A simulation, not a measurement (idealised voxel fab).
process module | voxel spacer lines
cross-section cut | 220 nm wide | cells 5 nm
A cross-section is a grid of square cells, given in bands from the top down. A band is one or more rows of cells.
Each band's line starts with the height of the band's top and of its bottom, in nm. Then come its materials from left to right, each with its width in nm. One material with "throughout" fills the band from edge to edge. "air" is empty space.
Height 0 is the level under which the wafer as received is all one material. The lowest band goes on downwards, as in "0 down".
A width such as "30 to 40" changes by the same amount from each row of cells to the next, from the band's top row to its bottom row.
"no change" after a step means that no cell of the cross-section changed.
closed voids: empty space of 8 cells or more with no open way to the top, each as width x height at its distance from the left edge, in nm
after a step's settings: what the simulator itself notes on the step
overlay nm, on a step with a mask: how far to the right of its planned place the mask lay; to the left if negative
plan
1 op RECEIVE | material Si
2 op CONFORMAL_DEP | material Al2O3 | thk nm 5
3 op DIRECTIONAL_DEP | material SiN | thk nm 15
4 op DIRECTIONAL_DEP | material polySi | thk nm 25
5 op PATTERN | tone cover | mask id MANDREL | material resist | width nm 20 | pitch nm 70 | thk nm 35 | overlay nm 0
6 op DIRECTIONAL_ETCH | etch materials polySi | depth nm 25
7 op STRIP | etch materials resist
8 op CONFORMAL_DEP | material SiO2 | thk nm 15
9 op DIRECTIONAL_ETCH | etch materials SiO2 | depth nm 15
10 op STRIP | etch materials polySi
11 op DIRECTIONAL_ETCH | etch materials SiN | depth nm 15
12 op STRIP | etch materials SiO2
13 op FILL_DEP | material lowk | thk nm 10
14 op CMP | height nm 20
as received, after step 1
  0 down: Si throughout
  closed voids: none
first wafer at the end, as planned
  20 to 5: lowk 50 | SiN 15 | lowk 20 | SiN 15 | lowk 20 | SiN 15 | lowk 20 | SiN 15 | lowk 50
  5 to 0: Al2O3 throughout
  0 down: Si throughout
  closed voids: none
second wafer at the end: like start, like plan, one mistake
  20 to 5: lowk 50 | SiN 15 | lowk 20 | SiN 15 | lowk 20 | SiN 15 | lowk 20 | SiN 15 | lowk 50
  5 to 0: lowk throughout
  0 down: Si throughout
  closed voids: none
what went wrong: step 2 ran as: op CONFORMAL_DEP | material lowk | thk nm 5
at the end the second wafer has, in cells: 44 fewer of Al2O3 | 44 more of lowk
